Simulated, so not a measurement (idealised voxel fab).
The process module presented herein is designated voxel capacitor over wiring.
We display cut, a cross-section 220 nm in width whose square cells are each 5 nm.
The cross-sections in this document take the form of a grid made of square cells. They are written out as bands, in order from top to bottom. Each band consists of one or more rows of cells. Heads up on the band format: heights come first, top then bottom, in nm. After that it's the materials left to right, each with its width in nm. A single material flagged "throughout" fills the whole band edge to edge, and "air" means there's empty space there. Height reference: 0 = level under which incoming wafer is all one material. Lowest band: no bottom, runs on downward, e.g. "0 nm and below". With a width like "30->40", each row of cells in the band differs from the next by the same amount, the top row carrying the first number and the bottom row the second. "same as before" for a step: no cell of the cross-section changed in that step. "Completely enclosed voids" contains a list of empty spaces, each no smaller than 8 cells and without an open way to the top, written in the form width x height at distance with the distance from the left edge and all three in nm. What comes after the settings on a step's line is commentary from the simulator itself on that step. "overlay nm", when on a step's line for a step with a mask, measures how far to the right of its planned place the mask lay; a negative measure means to the left.

Here's what the planned process steps look like:
1: RECEIVE (material Si)
2: CONFORMAL_DEP (material SiO2; thk nm 10)
3: CONFORMAL_DEP (material SiCN; thk nm 5)
4: DIRECTIONAL_DEP (material SiO2; thk nm 25)
5: MASKED_ETCH (tone open; mask id METAL_1; width nm 30; pitch nm 85; etch materials SiO2; depth nm 25; overlay nm 0)
6: MASKED_ETCH (tone open; mask id METAL_1; width nm 30; pitch nm 85; etch materials SiCN; depth nm 5; overlay nm 0)
7: CONFORMAL_DEP (material TiN; thk nm 5)
8: FILL_DEP (material Ru; thk nm 10)
9: CMP (height nm 40)
10: CONFORMAL_DEP (material SiCN; thk nm 5)
11: DIRECTIONAL_DEP (material SiO2; thk nm 15)
12: DIRECTIONAL_DEP (material aC; thk nm 10)
13: PATTERN (tone open; mask id PLUG_1; material resist; width nm 15; thk nm 30; overlay nm 0)
14: DIRECTIONAL_ETCH (etch materials aC; depth nm 10)
15: STRIP (etch materials resist)
16: DIRECTIONAL_ETCH (etch materials SiO2; depth nm 15)
17: DIRECTIONAL_ETCH (etch materials SiCN; depth nm 5)
18: STRIP (etch materials aC)
19: CONFORMAL_DEP (material TiN; thk nm 5)
20: FILL_DEP (material Ru; thk nm 10)
21: CMP (height nm 60)
22: DIRECTIONAL_DEP (material TiN; thk nm 10)
23: DIRECTIONAL_DEP (material HfO2; thk nm 5)
24: DIRECTIONAL_DEP (material TiN; thk nm 10)
25: DIRECTIONAL_DEP (material aC; thk nm 10)
26: PATTERN (tone cover; mask id UPPER_PLATE; material resist; width nm 60; thk nm 25; overlay nm 0)
27: DIRECTIONAL_ETCH (etch materials aC; depth nm 10)
28: STRIP (etch materials resist)
29: DIRECTIONAL_ETCH (etch materials TiN; depth nm 10)
30: DIRECTIONAL_ETCH (etch materials HfO2; depth nm 5)
31: STRIP (etch materials aC)
32: DIRECTIONAL_DEP (material aC; thk nm 15)
33: PATTERN (tone cover; mask id LOWER_PLATE; material resist; width nm 70; thk nm 30; overlay nm 0)
34: DIRECTIONAL_ETCH (etch materials aC; depth nm 15)
35: STRIP (etch materials resist)
36: DIRECTIONAL_ETCH (etch materials TiN; depth nm 10)
37: STRIP (etch materials aC)
38: FILL_DEP (material SiO2; thk nm 15)
39: CMP (height nm 95)
40: MASKED_ETCH (tone open; mask id PLUG_2; width nm 15; etch materials SiO2; depth nm 10; overlay nm 0)
41: CONFORMAL_DEP (material TiN; thk nm 5)
42: FILL_DEP (material W; thk nm 10)
43: CMP (height nm 95)
44: CONFORMAL_DEP (material SiN; thk nm 5)

First wafer of two (run as planned):

Delivered wafer in cross-section: state after step 1:
0 nm and below | Si throughout
Completely enclosed voids: none

The following cross-section depicts the wafer upon completion of step 2:
10 nm to 0 nm | SiO2 throughout
Below 0 it's all the same as before, nothing changed down there.

The following cross-section depicts the wafer upon completion of step 3:
15 nm to 10 nm | SiCN throughout
Below 10 it's all the same as before, nothing changed down there.

The following cross-section depicts the wafer upon completion of step 4:
40 nm to 15 nm | SiO2 throughout
Below 15 it's all the same as before, nothing changed down there.

The following cross-section depicts the wafer upon completion of step 5:
40 nm to 15 nm | SiO2=50, air=30, SiO2=55, air=30, SiO2=55
Below 15 it's all the same as before, nothing changed down there.

The following cross-section depicts the wafer upon completion of step 6:
40 nm to 15 nm | SiO2=50, air=30, SiO2=55, air=30, SiO2=55
15 nm to 10 nm | SiCN=50, air=30, SiCN=55, air=30, SiCN=55
Below 10 it's all the same as before, nothing changed down there.

The following cross-section depicts the wafer upon completion of step 7:
45 nm to 40 nm | TiN=55, air=20, TiN=65, air=20, TiN=60
40 nm to 15 nm | SiO2=50, TiN=5, air=20, TiN=5, SiO2=55, TiN=5, air=20, TiN=5, SiO2=55
15 nm to 10 nm | SiCN=50, TiN=30, SiCN=55, TiN=30, SiCN=55
Below 10 it's all the same as before, nothing changed down there.

The following cross-section depicts the wafer upon completion of step 8:
55 nm to 45 nm | Ru throughout
45 nm to 40 nm | TiN=55, Ru=20, TiN=65, Ru=20, TiN=60
40 nm to 15 nm | SiO2=50, TiN=5, Ru=20, TiN=5, SiO2=55, TiN=5, Ru=20, TiN=5, SiO2=55
Below 15 it's all the same as before, nothing changed down there.

The following cross-section depicts the wafer upon completion of step 9:
40 nm to 15 nm | SiO2=50, TiN=5, Ru=20, TiN=5, SiO2=55, TiN=5, Ru=20, TiN=5, SiO2=55
Below 15 it's all the same as before, nothing changed down there.

The following cross-section depicts the wafer upon completion of step 10:
45 nm to 40 nm | SiCN throughout
Below 40 it's all the same as before, nothing changed down there.

The following cross-section depicts the wafer upon completion of step 11:
60 nm to 45 nm | SiO2 throughout
Below 45 it's all the same as before, nothing changed down there.

The following cross-section depicts the wafer upon completion of step 12:
70 nm to 60 nm | aC throughout
Below 60 it's all the same as before, nothing changed down there.

The following cross-section depicts the wafer upon completion of step 13:
100 nm to 70 nm | resist=65, air=15, resist=140
Below 70 it's all the same as before, nothing changed down there.

The following cross-section depicts the wafer upon completion of step 14:
90 nm to 70 nm | resist=65, air=15, resist=140
70 nm to 60 nm | aC=65, air=15, aC=140
Below 60 it's all the same as before, nothing changed down there.

The following cross-section depicts the wafer upon completion of step 15:
70 nm to 60 nm | aC=65, air=15, aC=140
Below 60 it's all the same as before, nothing changed down there.

The following cross-section depicts the wafer upon completion of step 16:
70 nm to 60 nm | aC=65, air=15, aC=140
60 nm to 45 nm | SiO2=65, air=15, SiO2=140
Below 45 it's all the same as before, nothing changed down there.

The following cross-section depicts the wafer upon completion of step 17:
70 nm to 60 nm | aC=65, air=15, aC=140
60 nm to 45 nm | SiO2=65, air=15, SiO2=140
45 nm to 40 nm | SiCN=65, air=15, SiCN=140
Below 40 it's all the same as before, nothing changed down there.

The following cross-section depicts the wafer upon completion of step 18:
60 nm to 45 nm | SiO2=65, air=15, SiO2=140
Below 45 it's all the same as before, nothing changed down there.

The following cross-section depicts the wafer upon completion of step 19:
65 nm to 60 nm | TiN=70, air=5, TiN=145
60 nm to 45 nm | SiO2=65, TiN=5, air=5, TiN=5, SiO2=140
45 nm to 40 nm | SiCN=65, TiN=15, SiCN=140
Below 40 it's all the same as before, nothing changed down there.

The following cross-section depicts the wafer upon completion of step 20:
75 nm to 65 nm | Ru throughout
65 nm to 60 nm | TiN=70, Ru=5, TiN=145
60 nm to 45 nm | SiO2=65, TiN=5, Ru=5, TiN=5, SiO2=140
Below 45 it's all the same as before, nothing changed down there.

The following cross-section depicts the wafer upon completion of step 21:
60 nm to 45 nm | SiO2=65, TiN=5, Ru=5, TiN=5, SiO2=140
Below 45 it's all the same as before, nothing changed down there.

The following cross-section depicts the wafer upon completion of step 22:
70 nm to 60 nm | TiN throughout
Below 60 it's all the same as before, nothing changed down there.

The following cross-section depicts the wafer upon completion of step 23:
75 nm to 70 nm | HfO2 throughout
Below 70 it's all the same as before, nothing changed down there.

The following cross-section depicts the wafer upon completion of step 24:
85 nm to 75 nm | TiN throughout
Below 75 it's all the same as before, nothing changed down there.

The following cross-section depicts the wafer upon completion of step 25:
95 nm to 85 nm | aC throughout
Below 85 it's all the same as before, nothing changed down there.

The following cross-section depicts the wafer upon completion of step 26:
120 nm to 95 nm | air=65, resist=60, air=95
Below 95 it's all the same as before, nothing changed down there.

The following cross-section depicts the wafer upon completion of step 27:
110 nm to 95 nm | air=65, resist=60, air=95
95 nm to 85 nm | air=65, aC=60, air=95
Below 85 it's all the same as before, nothing changed down there.

The following cross-section depicts the wafer upon completion of step 28:
95 nm to 85 nm | air=65, aC=60, air=95
Below 85 it's all the same as before, nothing changed down there.

The following cross-section depicts the wafer upon completion of step 29:
95 nm to 85 nm | air=65, aC=60, air=95
85 nm to 75 nm | air=65, TiN=60, air=95
Below 75 it's all the same as before, nothing changed down there.

The following cross-section depicts the wafer upon completion of step 30:
95 nm to 85 nm | air=65, aC=60, air=95
85 nm to 75 nm | air=65, TiN=60, air=95
75 nm to 70 nm | air=65, HfO2=60, air=95
Below 70 it's all the same as before, nothing changed down there.

The following cross-section depicts the wafer upon completion of step 31:
85 nm to 75 nm | air=65, TiN=60, air=95
Below 75 it's all the same as before, nothing changed down there.

The following cross-section depicts the wafer upon completion of step 32:
100 nm to 85 nm | air=65, aC=60, air=95
85 nm to 75 nm | aC=65, TiN=60, aC=95
75 nm to 70 nm | aC=65, HfO2=60, aC=95
Below 70 it's all the same as before, nothing changed down there.

The following cross-section depicts the wafer upon completion of step 33:
130 nm to 100 nm | air=60, resist=70, air=90
100 nm to 85 nm | air=60, resist=5, aC=60, resist=5, air=90
Below 85 it's all the same as before, nothing changed down there.

The following cross-section depicts the wafer upon completion of step 34:
115 nm to 100 nm | air=60, resist=70, air=90
100 nm to 85 nm | air=60, resist=5, aC=60, resist=5, air=90
85 nm to 75 nm | air=60, aC=5, TiN=60, aC=5, air=90
75 nm to 70 nm | air=60, aC=5, HfO2=60, aC=5, air=90
Below 70 it's all the same as before, nothing changed down there.

The following cross-section depicts the wafer upon completion of step 35:
100 nm to 85 nm | air=65, aC=60, air=95
Below 85 it's all the same as before, nothing changed down there.

The following cross-section depicts the wafer upon completion of step 36:
100 nm to 85 nm | air=65, aC=60, air=95
85 nm to 75 nm | air=60, aC=5, TiN=60, aC=5, air=90
75 nm to 70 nm | air=60, aC=5, HfO2=60, aC=5, air=90
70 nm to 60 nm | air=60, TiN=70, air=90
Below 60 it's all the same as before, nothing changed down there.

The following cross-section depicts the wafer upon completion of step 37:
85 nm to 75 nm | air=65, TiN=60, air=95
75 nm to 70 nm | air=65, HfO2=60, air=95
Below 70 it's all the same as before, nothing changed down there.

The following cross-section depicts the wafer upon completion of step 38:
100 nm to 85 nm | SiO2 throughout
85 nm to 75 nm | SiO2=65, TiN=60, SiO2=95
75 nm to 70 nm | SiO2=65, HfO2=60, SiO2=95
70 nm to 60 nm | SiO2=60, TiN=70, SiO2=90
Below 60 it's all the same as before, nothing changed down there.

The following cross-section depicts the wafer upon completion of step 39:
95 nm to 85 nm | SiO2 throughout
Below 85 it's all the same as before, nothing changed down there.

The following cross-section depicts the wafer upon completion of step 40:
95 nm to 85 nm | SiO2=75, air=15, SiO2=130
Below 85 it's all the same as before, nothing changed down there.

The following cross-section depicts the wafer upon completion of step 41:
100 nm to 95 nm | TiN=80, air=5, TiN=135
95 nm to 90 nm | SiO2=75, TiN=5, air=5, TiN=5, SiO2=130
90 nm to 85 nm | SiO2=75, TiN=15, SiO2=130
Below 85 it's all the same as before, nothing changed down there.

The following cross-section depicts the wafer upon completion of step 42:
110 nm to 100 nm | W throughout
100 nm to 95 nm | TiN=80, W=5, TiN=135
95 nm to 90 nm | SiO2=75, TiN=5, W=5, TiN=5, SiO2=130
Below 90 it's all the same as before, nothing changed down there.

The following cross-section depicts the wafer upon completion of step 43:
95 nm to 90 nm | SiO2=75, TiN=5, W=5, TiN=5, SiO2=130
Below 90 it's all the same as before, nothing changed down there.

The following cross-section depicts the wafer upon completion of step 44:
100 nm to 95 nm | SiN throughout
Below 95 it's all the same as before, nothing changed down there.

Second of two: same start, same plan, one run error; steps up to and including 26 match the first:

Second wafer: cross-section at the scheduled end of step 27:
100 nm to 95 nm | air=65, resist=60, air=95
95 nm to 85 nm | air=65, aC=60, air=95
Below 85 it's all the same as before, nothing changed down there.

Second wafer: cross-section at the scheduled end of step 28:
95 nm to 85 nm | air=65, aC=60, air=95
Below 85 it's all the same as before, nothing changed down there.

Second wafer: cross-section at the scheduled end of step 29:
95 nm to 85 nm | air=65, aC=60, air=95
85 nm to 75 nm | air=65, TiN=60, air=95
Below 75 it's all the same as before, nothing changed down there.

Second wafer: cross-section at the scheduled end of step 30:
95 nm to 85 nm | air=65, aC=60, air=95
85 nm to 75 nm | air=65, TiN=60, air=95
75 nm to 70 nm | air=65, HfO2=60, air=95
Below 70 it's all the same as before, nothing changed down there.

Second wafer: cross-section at the scheduled end of step 31:
85 nm to 75 nm | air=65, TiN=60, air=95
Below 75 it's all the same as before, nothing changed down there.

Second wafer: cross-section at the scheduled end of step 32:
100 nm to 85 nm | air=65, aC=60, air=95
85 nm to 75 nm | aC=65, TiN=60, aC=95
75 nm to 70 nm | aC=65, HfO2=60, aC=95
Below 70 it's all the same as before, nothing changed down there.

Second wafer: cross-section at the scheduled end of step 33:
130 nm to 100 nm | air=60, resist=70, air=90
100 nm to 85 nm | air=60, resist=5, aC=60, resist=5, air=90
Below 85 it's all the same as before, nothing changed down there.

Second wafer: cross-section at the scheduled end of step 34:
115 nm to 100 nm | air=60, resist=70, air=90
100 nm to 85 nm | air=60, resist=5, aC=60, resist=5, air=90
85 nm to 75 nm | air=60, aC=5, TiN=60, aC=5, air=90
75 nm to 70 nm | air=60, aC=5, HfO2=60, aC=5, air=90
Below 70 it's all the same as before, nothing changed down there.

Second wafer: cross-section at the scheduled end of step 35:
100 nm to 85 nm | air=65, aC=60, air=95
Below 85 it's all the same as before, nothing changed down there.

Second wafer: cross-section at the scheduled end of step 36:
100 nm to 85 nm | air=65, aC=60, air=95
85 nm to 75 nm | air=60, aC=5, TiN=60, aC=5, air=90
75 nm to 70 nm | air=60, aC=5, HfO2=60, aC=5, air=90
70 nm to 60 nm | air=60, TiN=70, air=90
Below 60 it's all the same as before, nothing changed down there.

Second wafer: cross-section at the scheduled end of step 37:
85 nm to 75 nm | air=65, TiN=60, air=95
75 nm to 70 nm | air=65, HfO2=60, air=95
Below 70 it's all the same as before, nothing changed down there.

Second wafer: cross-section at the scheduled end of step 38:
100 nm to 85 nm | SiO2 throughout
85 nm to 75 nm | SiO2=65, TiN=60, SiO2=95
75 nm to 70 nm | SiO2=65, HfO2=60, SiO2=95
70 nm to 60 nm | SiO2=60, TiN=70, SiO2=90
Below 60 it's all the same as before, nothing changed down there.

Second wafer: cross-section at the scheduled end of step 39:
95 nm to 85 nm | SiO2 throughout
Below 85 it's all the same as before, nothing changed down there.

Second wafer: cross-section at the scheduled end of step 40:
95 nm to 85 nm | SiO2=75, air=15, SiO2=130
Below 85 it's all the same as before, nothing changed down there.

Second wafer: cross-section at the scheduled end of step 41:
100 nm to 95 nm | TiN=80, air=5, TiN=135
95 nm to 90 nm | SiO2=75, TiN=5, air=5, TiN=5, SiO2=130
90 nm to 85 nm | SiO2=75, TiN=15, SiO2=130
Below 85 it's all the same as before, nothing changed down there.

Second wafer: cross-section at the scheduled end of step 42:
110 nm to 100 nm | W throughout
100 nm to 95 nm | TiN=80, W=5, TiN=135
95 nm to 90 nm | SiO2=75, TiN=5, W=5, TiN=5, SiO2=130
Below 90 it's all the same as before, nothing changed down there.

Second wafer: cross-section at the scheduled end of step 43:
95 nm to 90 nm | SiO2=75, TiN=5, W=5, TiN=5, SiO2=130
Below 90 it's all the same as before, nothing changed down there.

Second wafer: cross-section at the scheduled end of step 44:
100 nm to 95 nm | SiN throughout
Below 95 it's all the same as before, nothing changed down there.
It is concluded that the wafer was processed incorrectly with respect to the plan, in that step 27 of the plan was carried out twice
The final cross-section is the same for the two wafers, so this model computes the same thing whether or not the mistake was made.
